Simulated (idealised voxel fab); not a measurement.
process module | voxel gate over fins
cross-section cut | 250 nm wide | cells 5 nm
A cross-section is a grid of square cells, given in bands from the top down. A band is one or more rows of cells.
Each band's line starts with the height of the band's top and of its bottom, in nm. Then come its materials from left to right, each with its width in nm. One material with "throughout" fills the band from edge to edge. "air" is empty space.
Height 0 is the level under which the wafer as received is all one material. The lowest band goes on downwards, as in "0 down".
A width such as "30 to 40" changes by the same amount from each row of cells to the next, from the band's top row to its bottom row.
"no change" after a step means that no cell of the cross-section changed.
closed voids: empty space of 8 cells or more with no open way to the top, each as width x height at its distance from the left edge, in nm
after a step's settings: what the simulator itself notes on the step
overlay nm, on a step with a mask: how far to the right of its planned place the mask lay; to the left if negative
plan
1 op RECEIVE | material Si
2 op CONFORMAL_DEP | material SiN | thk nm 10
3 op DIRECTIONAL_DEP | material aC | thk nm 10
4 op PATTERN | tone cover | mask id FINS | material resist | width nm 15 | pitch nm 50 | thk nm 25 | overlay nm 0
5 op DIRECTIONAL_ETCH | etch materials aC | depth nm 10
6 op STRIP | etch materials resist
7 op DIRECTIONAL_ETCH | etch materials SiN | depth nm 10
8 op DIRECTIONAL_ETCH | etch materials Si | depth nm 35
9 op STRIP | etch materials aC
10 op FILL_DEP | material SiO2 | thk nm 5
11 op CMP | height nm 10
12 op MASKED_ETCH | tone open | mask id RAIL | width nm 15 | etch materials SiO2 | depth nm 40 | overlay nm 0
13 op CONFORMAL_DEP | material TiN | thk nm 5
14 op FILL_DEP | material Ru | thk nm 10
15 op CMP | height nm 10
16 op SELECTIVE_ETCH | etch materials W Ru TiN | depth nm 35
17 op FILL_DEP | material SiO2 | thk nm 5
18 op CMP | height nm 10
19 op SELECTIVE_ETCH | etch materials SiO2 | depth nm 25
20 op STRIP | etch materials SiN
21 op CONFORMAL_DEP | material HfO2 | thk nm 5
22 op CONFORMAL_DEP | material TiN | thk nm 5
23 op CONFORMAL_DEP | material TiAl | thk nm 5
24 op CONFORMAL_DEP | material TiN | thk nm 5
25 op FILL_DEP | material W | thk nm 10
26 op CMP | height nm 25
27 op CONFORMAL_DEP | material SiCN | thk nm 5
first wafer, as planned
as received, after step 1
  0 down: Si throughout
  closed voids: none
after step 2
  10 to 0: SiN throughout
  below 0: unchanged
after step 3
  20 to 10: aC throughout
  below 10: unchanged
after step 4
  45 to 20: air 90 | resist 15 | air 35 | resist 15 | air 95
  below 20: unchanged
after step 5
  35 to 20: air 90 | resist 15 | air 35 | resist 15 | air 95
  20 to 10: air 90 | aC 15 | air 35 | aC 15 | air 95
  below 10: unchanged
after step 6
  20 to 10: air 90 | aC 15 | air 35 | aC 15 | air 95
  below 10: unchanged
after step 7
  20 to 10: air 90 | aC 15 | air 35 | aC 15 | air 95
  10 to 0: air 90 | SiN 15 | air 35 | SiN 15 | air 95
  below 0: unchanged
after step 8
  20 to 10: air 90 | aC 15 | air 35 | aC 15 | air 95
  10 to 0: air 90 | SiN 15 | air 35 | SiN 15 | air 95
  0 to -35: air 90 | Si 15 | air 35 | Si 15 | air 95
  below -35: unchanged
after step 9
  10 to 0: air 90 | SiN 15 | air 35 | SiN 15 | air 95
  below 0: unchanged
after step 10
  15 to 10: SiO2 throughout
  10 to 0: SiO2 90 | SiN 15 | SiO2 35 | SiN 15 | SiO2 95
  0 to -35: SiO2 90 | Si 15 | SiO2 35 | Si 15 | SiO2 95
  below -35: unchanged
after step 11
  10 to 0: SiO2 90 | SiN 15 | SiO2 35 | SiN 15 | SiO2 95
  below 0: unchanged
after step 12
  10 to 0: SiO2 90 | SiN 15 | SiO2 10 | air 15 | SiO2 10 | SiN 15 | SiO2 95
  0 to -30: SiO2 90 | Si 15 | SiO2 10 | air 15 | SiO2 10 | Si 15 | SiO2 95
  below -30: unchanged
after step 13
  15 to 10: TiN 120 | air 5 | TiN 125
  10 to 0: SiO2 90 | SiN 15 | SiO2 10 | TiN 5 | air 5 | TiN 5 | SiO2 10 | SiN 15 | SiO2 95
  0 to -25: SiO2 90 | Si 15 | SiO2 10 | TiN 5 | air 5 | TiN 5 | SiO2 10 | Si 15 | SiO2 95
  -25 to -30: SiO2 90 | Si 15 | SiO2 10 | TiN 15 | SiO2 10 | Si 15 | SiO2 95
  below -30: unchanged
after step 14
  25 to 15: Ru throughout
  15 to 10: TiN 120 | Ru 5 | TiN 125
  10 to 0: SiO2 90 | SiN 15 | SiO2 10 | TiN 5 | Ru 5 | TiN 5 | SiO2 10 | SiN 15 | SiO2 95
  0 to -25: SiO2 90 | Si 15 | SiO2 10 | TiN 5 | Ru 5 | TiN 5 | SiO2 10 | Si 15 | SiO2 95
  below -25: unchanged
after step 15
  10 to 0: SiO2 90 | SiN 15 | SiO2 10 | TiN 5 | Ru 5 | TiN 5 | SiO2 10 | SiN 15 | SiO2 95
  below 0: unchanged
after step 16
  10 to 0: SiO2 90 | SiN 15 | SiO2 10 | air 15 | SiO2 10 | SiN 15 | SiO2 95
  0 to -25: SiO2 90 | Si 15 | SiO2 10 | air 15 | SiO2 10 | Si 15 | SiO2 95
  below -25: unchanged
after step 17
  15 to 10: SiO2 throughout
  10 to 0: SiO2 90 | SiN 15 | SiO2 35 | SiN 15 | SiO2 95
  0 to -25: SiO2 90 | Si 15 | SiO2 35 | Si 15 | SiO2 95
  below -25: unchanged
after step 18
  10 to 0: SiO2 90 | SiN 15 | SiO2 35 | SiN 15 | SiO2 95
  below 0: unchanged
after step 19
  10 to 0: air 90 | SiN 15 | air 35 | SiN 15 | air 95
  0 to -15: air 90 | Si 15 | air 35 | Si 15 | air 95
  below -15: unchanged
after step 20
  0 to -15: air 90 | Si 15 | air 35 | Si 15 | air 95
  below -15: unchanged
after step 21
  5 to 0: air 85 | HfO2 25 | air 25 | HfO2 25 | air 90
  0 to -10: air 85 | HfO2 5 | Si 15 | HfO2 5 | air 25 | HfO2 5 | Si 15 | HfO2 5 | air 90
  -10 to -15: HfO2 90 | Si 15 | HfO2 35 | Si 15 | HfO2 95
  below -15: unchanged
after step 22
  10 to 5: air 80 | TiN 35 | air 15 | TiN 35 | air 85
  5 to 0: air 80 | TiN 5 | HfO2 25 | TiN 5 | air 15 | TiN 5 | HfO2 25 | TiN 5 | air 85
  0 to -5: air 80 | TiN 5 | HfO2 5 | Si 15 | HfO2 5 | TiN 5 | air 15 | TiN 5 | HfO2 5 | Si 15 | HfO2 5 | TiN 5 | air 85
  -5 to -10: TiN 85 | HfO2 5 | Si 15 | HfO2 5 | TiN 25 | HfO2 5 | Si 15 | HfO2 5 | TiN 90
  below -10: unchanged
after step 23
  15 to 10: air 75 | TiAl 45 | air 5 | TiAl 45 | air 80
  10 to 5: air 75 | TiAl 5 | TiN 35 | TiAl 5 | air 5 | TiAl 5 | TiN 35 | TiAl 5 | air 80
  5 to 0: air 75 | TiAl 5 | TiN 5 | HfO2 25 | TiN 5 | TiAl 5 | air 5 | TiAl 5 | TiN 5 | HfO2 25 | TiN 5 | TiAl 5 | air 80
  0 to -5: TiAl 80 | TiN 5 | HfO2 5 | Si 15 | HfO2 5 | TiN 5 | TiAl 15 | TiN 5 | HfO2 5 | Si 15 | HfO2 5 | TiN 5 | TiAl 85
  below -5: unchanged
after step 24
  20 to 15: air 70 | TiN 105 | air 75
  15 to 10: air 70 | TiN 5 | TiAl 45 | TiN 5 | TiAl 45 | TiN 5 | air 75
  10 to 5: air 70 | TiN 5 | TiAl 5 | TiN 35 | TiAl 5 | TiN 5 | TiAl 5 | TiN 35 | TiAl 5 | TiN 5 | air 75
  5 to 0: TiN 75 | TiAl 5 | TiN 5 | HfO2 25 | TiN 5 | TiAl 5 | TiN 5 | TiAl 5 | TiN 5 | HfO2 25 | TiN 5 | TiAl 5 | TiN 80
  below 0: unchanged
after step 25
  30 to 20: W throughout
  20 to 15: W 70 | TiN 105 | W 75
  15 to 10: W 70 | TiN 5 | TiAl 45 | TiN 5 | TiAl 45 | TiN 5 | W 75
  10 to 5: W 70 | TiN 5 | TiAl 5 | TiN 35 | TiAl 5 | TiN 5 | TiAl 5 | TiN 35 | TiAl 5 | TiN 5 | W 75
  below 5: unchanged
after step 26
  25 to 20: W throughout
  below 20: unchanged
after step 27
  30 to 25: SiCN throughout
  below 25: unchanged
second wafer: like start, like plan, one mistake. Through step 14 it matches the first wafer
when step 15 should have ended: no change
when step 16 should have ended
  10 to 0: SiO2 90 | SiN 15 | SiO2 10 | air 15 | SiO2 10 | SiN 15 | SiO2 95
  0 to -10: SiO2 90 | Si 15 | SiO2 10 | air 15 | SiO2 10 | Si 15 | SiO2 95
  below -10: unchanged
when step 17 should have ended
  15 to 10: SiO2 throughout
  10 to 0: SiO2 90 | SiN 15 | SiO2 35 | SiN 15 | SiO2 95
  0 to -10: SiO2 90 | Si 15 | SiO2 35 | Si 15 | SiO2 95
  below -10: unchanged
when step 18 should have ended
  10 to 0: SiO2 90 | SiN 15 | SiO2 35 | SiN 15 | SiO2 95
  below 0: unchanged
when step 19 should have ended
  10 to 0: air 90 | SiN 15 | air 35 | SiN 15 | air 95
  0 to -10: air 90 | Si 15 | air 35 | Si 15 | air 95
  -10 to -15: air 90 | Si 15 | air 10 | TiN 5 | Ru 5 | TiN 5 | air 10 | Si 15 | air 95
  below -15: unchanged
when step 20 should have ended
  0 to -10: air 90 | Si 15 | air 35 | Si 15 | air 95
  below -10: unchanged
when step 21 should have ended
  5 to 0: air 85 | HfO2 25 | air 25 | HfO2 25 | air 90
  0 to -5: air 85 | HfO2 5 | Si 15 | HfO2 5 | air 25 | HfO2 5 | Si 15 | HfO2 5 | air 90
  -5 to -10: air 85 | HfO2 5 | Si 15 | HfO2 35 | Si 15 | HfO2 5 | air 90
  -10 to -15: HfO2 90 | Si 15 | HfO2 10 | TiN 5 | Ru 5 | TiN 5 | HfO2 10 | Si 15 | HfO2 95
  below -15: unchanged
when step 22 should have ended
  10 to 5: air 80 | TiN 35 | air 15 | TiN 35 | air 85
  5 to 0: air 80 | TiN 5 | HfO2 25 | TiN 5 | air 15 | TiN 5 | HfO2 25 | TiN 5 | air 85
  0 to -5: air 80 | TiN 5 | HfO2 5 | Si 15 | HfO2 5 | TiN 25 | HfO2 5 | Si 15 | HfO2 5 | TiN 5 | air 85
  -5 to -10: TiN 85 | HfO2 5 | Si 15 | HfO2 35 | Si 15 | HfO2 5 | TiN 90
  below -10: unchanged
when step 23 should have ended
  15 to 10: air 75 | TiAl 45 | air 5 | TiAl 45 | air 80
  10 to 5: air 75 | TiAl 5 | TiN 35 | TiAl 5 | air 5 | TiAl 5 | TiN 35 | TiAl 5 | air 80
  5 to 0: air 75 | TiAl 5 | TiN 5 | HfO2 25 | TiN 5 | TiAl 15 | TiN 5 | HfO2 25 | TiN 5 | TiAl 5 | air 80
  0 to -5: TiAl 80 | TiN 5 | HfO2 5 | Si 15 | HfO2 5 | TiN 25 | HfO2 5 | Si 15 | HfO2 5 | TiN 5 | TiAl 85
  below -5: unchanged
when step 24 should have ended
  20 to 15: air 70 | TiN 105 | air 75
  15 to 10: air 70 | TiN 5 | TiAl 45 | TiN 5 | TiAl 45 | TiN 5 | air 75
  10 to 5: air 70 | TiN 5 | TiAl 5 | TiN 35 | TiAl 5 | TiN 5 | TiAl 5 | TiN 35 | TiAl 5 | TiN 5 | air 75
  5 to 0: TiN 75 | TiAl 5 | TiN 5 | HfO2 25 | TiN 5 | TiAl 15 | TiN 5 | HfO2 25 | TiN 5 | TiAl 5 | TiN 80
  below 0: unchanged
when step 25 should have ended
  30 to 20: W throughout
  20 to 15: W 70 | TiN 105 | W 75
  15 to 10: W 70 | TiN 5 | TiAl 45 | TiN 5 | TiAl 45 | TiN 5 | W 75
  10 to 5: W 70 | TiN 5 | TiAl 5 | TiN 35 | TiAl 5 | TiN 5 | TiAl 5 | TiN 35 | TiAl 5 | TiN 5 | W 75
  below 5: unchanged
when step 26 should have ended
  25 to 20: W throughout
  below 20: unchanged
when step 27 should have ended
  30 to 25: SiCN throughout
  below 25: unchanged
what went wrong: step 15 was left out
at the end the second wafer has, in cells: 2 more of HfO2 | 3 more of Ru | 6 fewer of SiO2 | 2 fewer of TiAl | 3 more of TiN
